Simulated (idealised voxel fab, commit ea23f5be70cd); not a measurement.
This is a process module. Its name is voxel spacer lines.
The width of the displayed cross-section, cut, is 225 nm; its cells are square, with a size of 5 nm.
The cross-sections in this document take the form of a grid made of square cells. They are written out as bands, in order from top to bottom. Each band consists of one or more rows of cells. A band entry consists of two parts. The first gives the height of the band's top and the height of its bottom, in nm. The rest lists the band's materials from left to right, each with its width in nm. A single material labelled with the word "throughout" fills the band from edge to edge, and the word "air" marks empty space. Note: height 0 marks the level under which the wafer is uniformly one material as received. Lowest band unbounded below, written "z 0 and below". The two numbers in a width such as "30..40" mark its ends across the band: the first belongs to the top row of cells, the second to the bottom row, and from each row to the next the width moves by the same amount. Key: "nothing altered" - step with no changed cell in the cross-section. Closed empty spaces (no open way to the top) of 8 cells or more are what "Sealed-off cavities" lists, each as width x height at distance from the left edge, nm for all three. Anything after a step's settings on that line? It's the simulator's own note about the step. What "overlay nm" on a step's line means: if the step has a mask, that mask lay this far to the right of its planned place, or, when the value is negative, to the left.

# Process steps - plan
| 1 | RECEIVE: material Si |
| 2 | CONFORMAL_DEP: material Al2O3, thk nm 5 |
| 3 | DIRECTIONAL_DEP: material polySi, thk nm 20 |
| 4 | DIRECTIONAL_DEP: material aC, thk nm 20 |
| 5 | PATTERN: tone cover, mask id MANDREL, material resist, width nm 20, pitch nm 70, thk nm 25, overlay nm 0 |
| 6 | DIRECTIONAL_ETCH: etch materials aC, depth nm 20 |
| 7 | STRIP: etch materials resist |
| 8 | CONFORMAL_DEP: material SiN, thk nm 15 |
| 9 | DIRECTIONAL_ETCH: etch materials SiN, depth nm 15 |
| 10 | STRIP: etch materials aC |
| 11 | DIRECTIONAL_ETCH: etch materials polySi, depth nm 20 |
| 12 | STRIP: etch materials SiN |

# Incoming wafer in cross-section (state: after step 1)
  z 0 and below | Si throughout
  Sealed-off cavities: none

# Wafer cross-section at module end: first of two, run to plan
  z 25 to 5 | 15 nm air, 15 nm polySi, 20 nm air, 15 nm polySi, 20 nm air, 15 nm polySi, 20 nm air, 15 nm polySi, 20 nm air, 15 nm polySi, 20 nm air, 15 nm polySi, 20 nm air
  z 5 to 0 | Al2O3 throughout
  z 0 and below | Si throughout
  Sealed-off cavities: none

# Here is the second of the two wafers cut open at the end of the module - same start, same plan as the first one, but we made one mistake running it
  z 25 to 5 | 30 nm air, 20 nm polySi, 50 nm air, 20 nm polySi, 50 nm air, 20 nm polySi, 35 nm air
  z 5 to 0 | Al2O3 throughout
  z 0 and below | Si throughout
  Sealed-off cavities: none
What went wrong in running the wafer? rather than as planned, step 5 actually ran as PATTERN: tone open, mask id MANDREL, material resist, width nm 20, pitch nm 70, thk nm 25, overlay nm 0
Per the end-of-run cell counts, the second wafer holds more or fewer of some materials than the first: 24 fewer of polySi
